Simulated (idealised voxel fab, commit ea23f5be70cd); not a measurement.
The document below concerns the process module designated voxel capacitor over wiring.
Square cells of 5 nm make up the cross-section cut, whose width is 215 nm.
Cross-section = grid of square cells, listed top down in bands; band = one or more rows.
Band entry format. Leading values: height of top, height of bottom, nm. Remainder: materials in left-to-right order, each with its width in nm. Special words: "full width" on a single material, which then fills the band edge to edge; "empty", empty space.
We count height from 0. Below that, the starting wafer is all one material. The lowest band never ends at the bottom but goes on down; see "z 0 and below" for how that is written.
Graded width ("30..40"): value in top row of band = first number; value in bottom row = second number; row-to-row change constant.
Reading "remains unaltered" for a step: not a cell of the cross-section changed in it.
Closed-off voids of 8+ cells (no open route to the top) go in "Enclosed void listing", written width x height at distance from the left edge, in nm.
Whatever follows a step's settings on its line is a remark the simulator itself makes about that step.
The line of a step may include "overlay nm". On a step with a mask, this value is how far to the right of its planned place the mask lay. A negative value means the mask lay to the left.

# This section lists the process steps that were planned
step 1: RECEIVE, material Si
step 2: CONFORMAL_DEP, material SiO2, thk nm 15
step 3: DIRECTIONAL_DEP, material TiN, thk nm 5
step 4: DIRECTIONAL_DEP, material Ru, thk nm 25
step 5: PATTERN, tone cover, mask id METAL_1, material resist, width nm 20, pitch nm 80, thk nm 15, overlay nm 0
step 6: DIRECTIONAL_ETCH, etch materials Ru, depth nm 25
step 7: DIRECTIONAL_ETCH, etch materials TiN, depth nm 5
step 8: STRIP, etch materials resist
step 9: FILL_DEP, material SiO2, thk nm 5
step 10: CMP, height nm 45
step 11: CONFORMAL_DEP, material SiCN, thk nm 5
step 12: DIRECTIONAL_DEP, material SiO2, thk nm 10
step 13: PATTERN, tone open, mask id PLUG_1, material resist, width nm 15, thk nm 15, overlay nm 0
step 14: DIRECTIONAL_ETCH, etch materials SiO2, depth nm 10
step 15: DIRECTIONAL_ETCH, etch materials SiCN, depth nm 5
step 16: STRIP, etch materials resist
step 17: EPI, material Ru, thk nm 10
step 18: EPI, material Ru, thk nm 5
step 19: DIRECTIONAL_DEP, material TiN, thk nm 10
step 20: DIRECTIONAL_DEP, material Al2O3, thk nm 5
step 21: DIRECTIONAL_DEP, material TiN, thk nm 5
step 22: DIRECTIONAL_DEP, material aC, thk nm 15
step 23: PATTERN, tone cover, mask id UPPER_PLATE, material resist, width nm 65, thk nm 30, overlay nm 0
step 24: DIRECTIONAL_ETCH, etch materials aC, depth nm 15
step 25: STRIP, etch materials resist
step 26: DIRECTIONAL_ETCH, etch materials TiN, depth nm 5
step 27: DIRECTIONAL_ETCH, etch materials Al2O3, depth nm 5
step 28: STRIP, etch materials aC
step 29: PATTERN, tone cover, mask id LOWER_PLATE, material resist, width nm 75, thk nm 20, overlay nm 0
step 30: DIRECTIONAL_ETCH, etch materials TiN, depth nm 10
step 31: STRIP, etch materials resist
step 32: FILL_DEP, material SiO2, thk nm 15
step 33: CMP, height nm 90
step 34: PATTERN, tone open, mask id PLUG_2, material resist, width nm 15, thk nm 15, overlay nm 0
step 35: DIRECTIONAL_ETCH, etch materials SiO2, depth nm 10
step 36: STRIP, etch materials resist
step 37: CONFORMAL_DEP, material TiN, thk nm 5
step 38: FILL_DEP, material W, thk nm 10
step 39: CMP, height nm 90
step 40: CONFORMAL_DEP, material SiCN, thk nm 5

# The first wafer of two, processed as planned

# Wafer at receipt (post step 1), cross-section
  z 0 and below: Si full width
  Enclosed void listing: none

# State of the wafer after step 2, shown in cross-section
  z 15 to 0: SiO2 full width
  Nothing below the height 0 has changed.

# State of the wafer after step 3, shown in cross-section
  z 20 to 15: TiN full width
  Nothing below the height 15 has changed.

# State of the wafer after step 4, shown in cross-section
  z 45 to 20: Ru full width
  Nothing below the height 20 has changed.

# State of the wafer after step 5, shown in cross-section
  z 60 to 45: empty 55 nm, resist 20 nm, empty 60 nm, resist 20 nm, empty 60 nm
  Nothing below the height 45 has changed.

# State of the wafer after step 6, shown in cross-section
  z 60 to 45: empty 55 nm, resist 20 nm, empty 60 nm, resist 20 nm, empty 60 nm
  z 45 to 20: empty 55 nm, Ru 20 nm, empty 60 nm, Ru 20 nm, empty 60 nm
  Nothing below the height 20 has changed.

# State of the wafer after step 7, shown in cross-section
  z 60 to 45: empty 55 nm, resist 20 nm, empty 60 nm, resist 20 nm, empty 60 nm
  z 45 to 20: empty 55 nm, Ru 20 nm, empty 60 nm, Ru 20 nm, empty 60 nm
  z 20 to 15: empty 55 nm, TiN 20 nm, empty 60 nm, TiN 20 nm, empty 60 nm
  Nothing below the height 15 has changed.

# State of the wafer after step 8, shown in cross-section
  z 45 to 20: empty 55 nm, Ru 20 nm, empty 60 nm, Ru 20 nm, empty 60 nm
  Nothing below the height 20 has changed.

# State of the wafer after step 9, shown in cross-section
  z 50 to 45: SiO2 full width
  z 45 to 20: SiO2 55 nm, Ru 20 nm, SiO2 60 nm, Ru 20 nm, SiO2 60 nm
  z 20 to 15: SiO2 55 nm, TiN 20 nm, SiO2 60 nm, TiN 20 nm, SiO2 60 nm
  Nothing below the height 15 has changed.

# State of the wafer after step 10, shown in cross-section
  z 45 to 20: SiO2 55 nm, Ru 20 nm, SiO2 60 nm, Ru 20 nm, SiO2 60 nm
  Nothing below the height 20 has changed.

# State of the wafer after step 11, shown in cross-section
  z 50 to 45: SiCN full width
  Nothing below the height 45 has changed.

# State of the wafer after step 12, shown in cross-section
  z 60 to 50: SiO2 full width
  Nothing below the height 50 has changed.

# State of the wafer after step 13, shown in cross-section
  z 75 to 60: resist 60 nm, empty 15 nm, resist 140 nm
  Nothing below the height 60 has changed.

# State of the wafer after step 14, shown in cross-section
  z 75 to 60: resist 60 nm, empty 15 nm, resist 140 nm
  z 60 to 50: SiO2 60 nm, empty 15 nm, SiO2 140 nm
  Nothing below the height 50 has changed.

# State of the wafer after step 15, shown in cross-section
  z 75 to 60: resist 60 nm, empty 15 nm, resist 140 nm
  z 60 to 50: SiO2 60 nm, empty 15 nm, SiO2 140 nm
  z 50 to 45: SiCN 60 nm, empty 15 nm, SiCN 140 nm
  Nothing below the height 45 has changed.

# State of the wafer after step 16, shown in cross-section
  z 60 to 50: SiO2 60 nm, empty 15 nm, SiO2 140 nm
  Nothing below the height 50 has changed.

# State of the wafer after step 17, shown in cross-section
  z 60 to 55: SiO2 60 nm, empty 15 nm, SiO2 140 nm
  z 55 to 50: SiO2 60 nm, Ru 15 nm, SiO2 140 nm
  z 50 to 45: SiCN 60 nm, Ru 15 nm, SiCN 140 nm
  Nothing below the height 45 has changed.

# State of the wafer after step 18, shown in cross-section
  z 60 to 50: SiO2 60 nm, Ru 15 nm, SiO2 140 nm
  Nothing below the height 50 has changed.

# State of the wafer after step 19, shown in cross-section
  z 70 to 60: TiN full width
  Nothing below the height 60 has changed.

# State of the wafer after step 20, shown in cross-section
  z 75 to 70: Al2O3 full width
  Nothing below the height 70 has changed.

# State of the wafer after step 21, shown in cross-section
  z 80 to 75: TiN full width
  Nothing below the height 75 has changed.

# State of the wafer after step 22, shown in cross-section
  z 95 to 80: aC full width
  Nothing below the height 80 has changed.

# State of the wafer after step 23, shown in cross-section
  z 125 to 95: empty 60 nm, resist 65 nm, empty 90 nm
  Nothing below the height 95 has changed.

# State of the wafer after step 24, shown in cross-section
  z 110 to 95: empty 60 nm, resist 65 nm, empty 90 nm
  z 95 to 80: empty 60 nm, aC 65 nm, empty 90 nm
  Nothing below the height 80 has changed.

# State of the wafer after step 25, shown in cross-section
  z 95 to 80: empty 60 nm, aC 65 nm, empty 90 nm
  Nothing below the height 80 has changed.

# State of the wafer after step 26, shown in cross-section
  z 95 to 80: empty 60 nm, aC 65 nm, empty 90 nm
  z 80 to 75: empty 60 nm, TiN 65 nm, empty 90 nm
  Nothing below the height 75 has changed.

# State of the wafer after step 27, shown in cross-section
  z 95 to 80: empty 60 nm, aC 65 nm, empty 90 nm
  z 80 to 75: empty 60 nm, TiN 65 nm, empty 90 nm
  z 75 to 70: empty 60 nm, Al2O3 65 nm, empty 90 nm
  Nothing below the height 70 has changed.

# State of the wafer after step 28, shown in cross-section
  z 80 to 75: empty 60 nm, TiN 65 nm, empty 90 nm
  Nothing below the height 75 has changed.

# State of the wafer after step 29, shown in cross-section
  z 100 to 80: empty 55 nm, resist 75 nm, empty 85 nm
  z 80 to 75: empty 55 nm, resist 5 nm, TiN 65 nm, resist 5 nm, empty 85 nm
  z 75 to 70: empty 55 nm, resist 5 nm, Al2O3 65 nm, resist 5 nm, empty 85 nm
  Nothing below the height 70 has changed.

# State of the wafer after step 30, shown in cross-section
  z 100 to 80: empty 55 nm, resist 75 nm, empty 85 nm
  z 80 to 75: empty 55 nm, resist 5 nm, TiN 65 nm, resist 5 nm, empty 85 nm
  z 75 to 70: empty 55 nm, resist 5 nm, Al2O3 65 nm, resist 5 nm, empty 85 nm
  z 70 to 60: empty 55 nm, TiN 75 nm, empty 85 nm
  Nothing below the height 60 has changed.

# State of the wafer after step 31, shown in cross-section
  z 80 to 75: empty 60 nm, TiN 65 nm, empty 90 nm
  z 75 to 70: empty 60 nm, Al2O3 65 nm, empty 90 nm
  Nothing below the height 70 has changed.

# State of the wafer after step 32, shown in cross-section
  z 95 to 80: SiO2 full width
  z 80 to 75: SiO2 60 nm, TiN 65 nm, SiO2 90 nm
  z 75 to 70: SiO2 60 nm, Al2O3 65 nm, SiO2 90 nm
  z 70 to 60: SiO2 55 nm, TiN 75 nm, SiO2 85 nm
  Nothing below the height 60 has changed.

# State of the wafer after step 33, shown in cross-section
  z 90 to 80: SiO2 full width
  Nothing below the height 80 has changed.

# State of the wafer after step 34, shown in cross-section
  z 105 to 90: resist 70 nm, empty 15 nm, resist 130 nm
  Nothing below the height 90 has changed.

# State of the wafer after step 35, shown in cross-section
  z 105 to 90: resist 70 nm, empty 15 nm, resist 130 nm
  z 90 to 80: SiO2 70 nm, empty 15 nm, SiO2 130 nm
  Nothing below the height 80 has changed.

# State of the wafer after step 36, shown in cross-section
  z 90 to 80: SiO2 70 nm, empty 15 nm, SiO2 130 nm
  Nothing below the height 80 has changed.

# State of the wafer after step 37, shown in cross-section
  z 95 to 90: TiN 75 nm, empty 5 nm, TiN 135 nm
  z 90 to 85: SiO2 70 nm, TiN 5 nm, empty 5 nm, TiN 5 nm, SiO2 130 nm
  z 85 to 75: SiO2 70..60 nm, TiN 15..65 nm, SiO2 130..90 nm
  Nothing below the height 75 has changed.

# State of the wafer after step 38, shown in cross-section
  z 105 to 95: W full width
  z 95 to 90: TiN 75 nm, W 5 nm, TiN 135 nm
  z 90 to 85: SiO2 70 nm, TiN 5 nm, W 5 nm, TiN 5 nm, SiO2 130 nm
  Nothing below the height 85 has changed.

# State of the wafer after step 39, shown in cross-section
  z 90 to 85: SiO2 70 nm, TiN 5 nm, W 5 nm, TiN 5 nm, SiO2 130 nm
  Nothing below the height 85 has changed.

# State of the wafer after step 40, shown in cross-section
  z 95 to 90: SiCN full width
  Nothing below the height 90 has changed.

# Second wafer, same starting state and plan as the first, one mistake in the run, identical through step 12

# Here is the second wafer in cross-section at the point where step 13 of the plan should have been done
  z 75 to 60: resist 60 nm, empty 20 nm, resist 135 nm
  Nothing below the height 60 has changed.

# Here is the second wafer in cross-section at the point where step 14 of the plan should have been done
  z 75 to 60: resist 60 nm, empty 20 nm, resist 135 nm
  z 60 to 50: SiO2 60 nm, empty 20 nm, SiO2 135 nm
  Nothing below the height 50 has changed.

# Here is the second wafer in cross-section at the point where step 15 of the plan should have been done
  z 75 to 60: resist 60 nm, empty 20 nm, resist 135 nm
  z 60 to 50: SiO2 60 nm, empty 20 nm, SiO2 135 nm
  z 50 to 45: SiCN 60 nm, empty 20 nm, SiCN 135 nm
  Nothing below the height 45 has changed.

# Here is the second wafer in cross-section at the point where step 16 of the plan should have been done
  z 60 to 50: SiO2 60 nm, empty 20 nm, SiO2 135 nm
  Nothing below the height 50 has changed.

# Here is the second wafer in cross-section at the point where step 17 of the plan should have been done
  z 60 to 55: SiO2 60 nm, empty 20 nm, SiO2 135 nm
  z 55 to 50: SiO2 60 nm, Ru 20 nm, SiO2 135 nm
  z 50 to 45: SiCN 60 nm, Ru 20 nm, SiCN 135 nm
  Nothing below the height 45 has changed.

# Here is the second wafer in cross-section at the point where step 18 of the plan should have been done
  z 60 to 50: SiO2 60 nm, Ru 20 nm, SiO2 135 nm
  Nothing below the height 50 has changed.

# Here is the second wafer in cross-section at the point where step 19 of the plan should have been done
  z 70 to 60: TiN full width
  Nothing below the height 60 has changed.

# Here is the second wafer in cross-section at the point where step 20 of the plan should have been done
  z 75 to 70: Al2O3 full width
  Nothing below the height 70 has changed.

# Here is the second wafer in cross-section at the point where step 21 of the plan should have been done
  z 80 to 75: TiN full width
  Nothing below the height 75 has changed.

# Here is the second wafer in cross-section at the point where step 22 of the plan should have been done
  z 95 to 80: aC full width
  Nothing below the height 80 has changed.

# Here is the second wafer in cross-section at the point where step 23 of the plan should have been done
  z 125 to 95: empty 60 nm, resist 65 nm, empty 90 nm
  Nothing below the height 95 has changed.

# Here is the second wafer in cross-section at the point where step 24 of the plan should have been done
  z 110 to 95: empty 60 nm, resist 65 nm, empty 90 nm
  z 95 to 80: empty 60 nm, aC 65 nm, empty 90 nm
  Nothing below the height 80 has changed.

# Here is the second wafer in cross-section at the point where step 25 of the plan should have been done
  z 95 to 80: empty 60 nm, aC 65 nm, empty 90 nm
  Nothing below the height 80 has changed.

# Here is the second wafer in cross-section at the point where step 26 of the plan should have been done
  z 95 to 80: empty 60 nm, aC 65 nm, empty 90 nm
  z 80 to 75: empty 60 nm, TiN 65 nm, empty 90 nm
  Nothing below the height 75 has changed.

# Here is the second wafer in cross-section at the point where step 27 of the plan should have been done
  z 95 to 80: empty 60 nm, aC 65 nm, empty 90 nm
  z 80 to 75: empty 60 nm, TiN 65 nm, empty 90 nm
  z 75 to 70: empty 60 nm, Al2O3 65 nm, empty 90 nm
  Nothing below the height 70 has changed.

# Here is the second wafer in cross-section at the point where step 28 of the plan should have been done
  z 80 to 75: empty 60 nm, TiN 65 nm, empty 90 nm
  Nothing below the height 75 has changed.

# Here is the second wafer in cross-section at the point where step 29 of the plan should have been done
  z 100 to 80: empty 55 nm, resist 75 nm, empty 85 nm
  z 80 to 75: empty 55 nm, resist 5 nm, TiN 65 nm, resist 5 nm, empty 85 nm
  z 75 to 70: empty 55 nm, resist 5 nm, Al2O3 65 nm, resist 5 nm, empty 85 nm
  Nothing below the height 70 has changed.

# Here is the second wafer in cross-section at the point where step 30 of the plan should have been done
  z 100 to 80: empty 55 nm, resist 75 nm, empty 85 nm
  z 80 to 75: empty 55 nm, resist 5 nm, TiN 65 nm, resist 5 nm, empty 85 nm
  z 75 to 70: empty 55 nm, resist 5 nm, Al2O3 65 nm, resist 5 nm, empty 85 nm
  z 70 to 60: empty 55 nm, TiN 75 nm, empty 85 nm
  Nothing below the height 60 has changed.

# Here is the second wafer in cross-section at the point where step 31 of the plan should have been done
  z 80 to 75: empty 60 nm, TiN 65 nm, empty 90 nm
  z 75 to 70: empty 60 nm, Al2O3 65 nm, empty 90 nm
  Nothing below the height 70 has changed.

# Here is the second wafer in cross-section at the point where step 32 of the plan should have been done
  z 95 to 80: SiO2 full width
  z 80 to 75: SiO2 60 nm, TiN 65 nm, SiO2 90 nm
  z 75 to 70: SiO2 60 nm, Al2O3 65 nm, SiO2 90 nm
  z 70 to 60: SiO2 55 nm, TiN 75 nm, SiO2 85 nm
  Nothing below the height 60 has changed.

# Here is the second wafer in cross-section at the point where step 33 of the plan should have been done
  z 90 to 80: SiO2 full width
  Nothing below the height 80 has changed.

# Here is the second wafer in cross-section at the point where step 34 of the plan should have been done
  z 105 to 90: resist 70 nm, empty 15 nm, resist 130 nm
  Nothing below the height 90 has changed.

# Here is the second wafer in cross-section at the point where step 35 of the plan should have been done
  z 105 to 90: resist 70 nm, empty 15 nm, resist 130 nm
  z 90 to 80: SiO2 70 nm, empty 15 nm, SiO2 130 nm
  Nothing below the height 80 has changed.

# Here is the second wafer in cross-section at the point where step 36 of the plan should have been done
  z 90 to 80: SiO2 70 nm, empty 15 nm, SiO2 130 nm
  Nothing below the height 80 has changed.

# Here is the second wafer in cross-section at the point where step 37 of the plan should have been done
  z 95 to 90: TiN 75 nm, empty 5 nm, TiN 135 nm
  z 90 to 85: SiO2 70 nm, TiN 5 nm, empty 5 nm, TiN 5 nm, SiO2 130 nm
  z 85 to 75: SiO2 70..60 nm, TiN 15..65 nm, SiO2 130..90 nm
  Nothing below the height 75 has changed.

# Here is the second wafer in cross-section at the point where step 38 of the plan should have been done
  z 105 to 95: W full width
  z 95 to 90: TiN 75 nm, W 5 nm, TiN 135 nm
  z 90 to 85: SiO2 70 nm, TiN 5 nm, W 5 nm, TiN 5 nm, SiO2 130 nm
  Nothing below the height 85 has changed.

# Here is the second wafer in cross-section at the point where step 39 of the plan should have been done
  z 90 to 85: SiO2 70 nm, TiN 5 nm, W 5 nm, TiN 5 nm, SiO2 130 nm
  Nothing below the height 85 has changed.

# Here is the second wafer in cross-section at the point where step 40 of the plan should have been done
  z 95 to 90: SiCN full width
  Nothing below the height 90 has changed.
Which mistake was made when the wafer was run? step 13 ran as: PATTERN, tone open, mask id PLUG_1, material resist, width nm 20, thk nm 15, overlay nm 0
At the finish, the second wafer shows more or fewer cells for some materials than the first does: Ru +3, SiCN -1, SiO2 -2
